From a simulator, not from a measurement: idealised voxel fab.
Presented below is a process module, voxel fin reveal.
It is cross-section cut that appears here, measuring 270 nm in width, its square cells being 5 nm in size.
Cross-section, as written here: a square-cell grid given band by band from the top down, where a band holds one or more rows of cells. It is stipulated that each band's entry specify, in nanometres, the height of the top of the band and then that of its bottom, followed by the materials of the band in left-to-right sequence, each together with its width in nanometres. A single material marked by the word "all across" is understood to fill the band from edge to edge; the word "empty" is understood to denote empty space. Zero point of the height axis is 0; under it, received wafer = one material. Lowest band: continues down indefinitely, "from 0 down". The two numbers in a width such as "30->40" mark its ends across the band: the first belongs to the top row of cells, the second to the bottom row, and from each row to the next the width moves by the same amount. Reading "identical to before" for a step: not a cell of the cross-section changed in it. What "Non-vented voids" gives you is every empty space of 8 cells or more that is cut off from the top. Each appears as width x height at distance, with the distance taken from the left edge and width, height and distance all in nm. It should be noted that, on the line of a given step, the content following the step's settings is a remark produced by the simulator itself with respect to that step. What "overlay nm" on a step's line means: if the step has a mask, that mask lay this far to the right of its planned place, or, when the value is negative, to the left. Each pair of cross-sections that follows straddles one process step: the one shows the state before the step, the other the state after it, down to the lowest band that changed and no further. The step in question, and its settings, are given under the pair. Note that a pair is not necessarily a continuation of the pair above it, since pairs can come from different runs of this module on the same starting wafer; it is a continuation only where its entry headed "Before processing" says so.

Before processing:
from 0 to -15  empty: 90 | Si: 5 | empty: 30 | Si: 5 | empty: 30 | Si: 5 | empty: 30 | Si: 5 | empty: 70
from -15 to -40  SiO2: 90 | Si: 5 | SiO2: 30 | Si: 5 | SiO2: 30 | Si: 5 | SiO2: 30 | Si: 5 | SiO2: 70
from -40 down  Si all across
Non-vented voids: none

Post-Step Appearance:
from 5 to 0  empty: 85 | SiO2: 15 | empty: 20 | SiO2: 15 | empty: 20 | SiO2: 15 | empty: 20 | SiO2: 15 | empty: 65
from 0 to -10  empty: 85 | SiO2: 5 | Si: 5 | SiO2: 5 | empty: 20 | SiO2: 5 | Si: 5 | SiO2: 5 | empty: 20 | SiO2: 5 | Si: 5 | SiO2: 5 | empty: 20 | SiO2: 5 | Si: 5 | SiO2: 5 | empty: 65
from -10 to -40  SiO2: 90 | Si: 5 | SiO2: 30 | Si: 5 | SiO2: 30 | Si: 5 | SiO2: 30 | Si: 5 | SiO2: 70
Below -40 it's all the same as before, nothing changed down there.
Non-vented voids: none
Step applied between the pre-step and post-step cross-sections shown above: CONFORMAL_DEP, material SiO2, thk nm 5

Before processing:
from 0 to -15  empty: 80 | Si: 5 | empty: 30 | Si: 5 | empty: 30 | Si: 5 | empty: 30 | Si: 5 | empty: 80
from -15 to -40  SiO2: 80 | Si: 5 | SiO2: 30 | Si: 5 | SiO2: 30 | Si: 5 | SiO2: 30 | Si: 5 | SiO2: 80
from -40 down  Si all across
Non-vented voids: none

Post-Step Appearance:
from 5 to 0  empty: 75 | SiN: 15 | empty: 20 | SiN: 15 | empty: 20 | SiN: 15 | empty: 20 | SiN: 15 | empty: 75
from 0 to -10  empty: 75 | SiN: 5 | Si: 5 | SiN: 5 | empty: 20 | SiN: 5 | Si: 5 | SiN: 5 | empty: 20 | SiN: 5 | Si: 5 | SiN: 5 | empty: 20 | SiN: 5 | Si: 5 | SiN: 5 | empty: 75
from -10 to -15  SiN: 80 | Si: 5 | SiN: 30 | Si: 5 | SiN: 30 | Si: 5 | SiN: 30 | Si: 5 | SiN: 80
Below -15 it's all the same as before, nothing changed down there.
Non-vented voids: none
Step applied between the pre-step and post-step cross-sections shown above: CONFORMAL_DEP, material SiN, thk nm 5

Before processing:
from 5 to 0  SiN all across
from 0 down  Si all across
Non-vented voids: none

Post-Step Appearance:
from 25 to 5  resist: 75 | empty: 15 | resist: 20 | empty: 15 | resist: 20 | empty: 15 | resist: 20 | empty: 15 | resist: 75
Below 5 it's all the same as before, nothing changed down there.
Non-vented voids: none
Step applied between the pre-step and post-step cross-sections shown above: PATTERN, tone open, mask id FINS, material resist, width nm 15, pitch nm 35, thk nm 20, overlay nm 0

Before processing: the cross-section after the pair above

Post-Step Appearance:
from 25 to 5  resist: 75 | empty: 15 | resist: 20 | empty: 15 | resist: 20 | empty: 15 | resist: 20 | empty: 15 | resist: 75
from 5 to 0  SiN: 75 | empty: 15 | SiN: 20 | empty: 15 | SiN: 20 | empty: 15 | SiN: 20 | empty: 15 | SiN: 75
Below 0 it's all the same as before, nothing changed down there.
Non-vented voids: none
Step applied between the pre-step and post-step cross-sections shown above: DIRECTIONAL_ETCH, etch materials SiN, depth nm 5

Before processing: the cross-section after the pair above

Post-Step Appearance:
from 25 to 5  resist: 75 | empty: 15 | resist: 20 | empty: 15 | resist: 20 | empty: 15 | resist: 20 | empty: 15 | resist: 75
from 5 to 0  SiN: 75 | empty: 15 | SiN: 20 | empty: 15 | SiN: 20 | empty: 15 | SiN: 20 | empty: 15 | SiN: 75
from 0 to -35  Si: 75 | empty: 15 | Si: 20 | empty: 15 | Si: 20 | empty: 15 | Si: 20 | empty: 15 | Si: 75
Below -35 it's all the same as before, nothing changed down there.
Non-vented voids: none
Step applied between the pre-step and post-step cross-sections shown above: DIRECTIONAL_ETCH, etch materials Si, depth nm 35

Before processing: the cross-section after the pair above

Post-Step Appearance:
from 5 to 0  SiN: 75 | empty: 15 | SiN: 20 | empty: 15 | SiN: 20 | empty: 15 | SiN: 20 | empty: 15 | SiN: 75
Below 0 it's all the same as before, nothing changed down there.
Non-vented voids: none
Step applied between the pre-step and post-step cross-sections shown above: STRIP, etch materials resist

Before processing: the cross-section after the pair above

Post-Step Appearance:
from 5 to 0  SiN: 75 | empty: 15 | SiN: 20 | empty: 15 | SiN: 20 | empty: 15 | SiN: 20 | empty: 15 | SiN: 75
from 0 to -35  Si: 70 | SiO2: 5 | empty: 15 | SiO2: 5 | Si: 10 | SiO2: 5 | empty: 15 | SiO2: 5 | Si: 10 | SiO2: 5 | empty: 15 | SiO2: 5 | Si: 10 | SiO2: 5 | empty: 15 | SiO2: 5 | Si: 70
from -35 to -40  Si: 70 | SiO2: 25 | Si: 10 | SiO2: 25 | Si: 10 | SiO2: 25 | Si: 10 | SiO2: 25 | Si: 70
Below -40 it's all the same as before, nothing changed down there.
Non-vented voids: none
Step applied between the pre-step and post-step cross-sections shown above: OXIDIZE, depth nm 5

Before processing: the cross-section after the pair above

Post-Step Appearance:
from 20 to 5  SiO2 all across
from 5 to 0  SiN: 75 | SiO2: 15 | SiN: 20 | SiO2: 15 | SiN: 20 | SiO2: 15 | SiN: 20 | SiO2: 15 | SiN: 75
from 0 to -40  Si: 70 | SiO2: 25 | Si: 10 | SiO2: 25 | Si: 10 | SiO2: 25 | Si: 10 | SiO2: 25 | Si: 70
Below -40 it's all the same as before, nothing changed down there.
Non-vented voids: none
Step applied between the pre-step and post-step cross-sections shown above: FILL_DEP, material SiO2, thk nm 15

Before processing: the cross-section after the pair above

Post-Step Appearance:
from 5 to 0  SiN: 75 | SiO2: 15 | SiN: 20 | SiO2: 15 | SiN: 20 | SiO2: 15 | SiN: 20 | SiO2: 15 | SiN: 75
Below 0 it's all the same as before, nothing changed down there.
Non-vented voids: none
Step applied between the pre-step and post-step cross-sections shown above: CMP, height nm 5

Before processing: the cross-section after the pair above

Post-Step Appearance:
from 5 to 0  SiN: 75 | empty: 15 | SiN: 20 | empty: 15 | SiN: 20 | empty: 15 | SiN: 20 | empty: 15 | SiN: 75
from 0 to -15  Si: 70 | empty: 25 | Si: 10 | empty: 25 | Si: 10 | empty: 25 | Si: 10 | empty: 25 | Si: 70
Below -15 it's all the same as before, nothing changed down there.
Non-vented voids: none
Step applied between the pre-step and post-step cross-sections shown above: SELECTIVE_ETCH, etch materials SiO2, depth nm 20

Before processing: the cross-section after the pair above

Post-Step Appearance:
from 0 to -15  Si: 70 | empty: 25 | Si: 10 | empty: 25 | Si: 10 | empty: 25 | Si: 10 | empty: 25 | Si: 70
Below -15 it's all the same as before, nothing changed down there.
Non-vented voids: none
Step applied between the pre-step and post-step cross-sections shown above: STRIP, etch materials SiN

Before processing: the cross-section after the pair above

Post-Step Appearance:
from 5 to 0  SiO2: 75 | empty: 15 | SiO2: 20 | empty: 15 | SiO2: 20 | empty: 15 | SiO2: 20 | empty: 15 | SiO2: 75
from 0 to -10  Si: 70 | SiO2: 5 | empty: 15 | SiO2: 5 | Si: 10 | SiO2: 5 | empty: 15 | SiO2: 5 | Si: 10 | SiO2: 5 | empty: 15 | SiO2: 5 | Si: 10 | SiO2: 5 | empty: 15 | SiO2: 5 | Si: 70
from -10 to -40  Si: 70 | SiO2: 25 | Si: 10 | SiO2: 25 | Si: 10 | SiO2: 25 | Si: 10 | SiO2: 25 | Si: 70
Below -40 it's all the same as before, nothing changed down there.
Non-vented voids: none
Step applied between the pre-step and post-step cross-sections shown above: CONFORMAL_DEP, material SiO2, thk nm 5
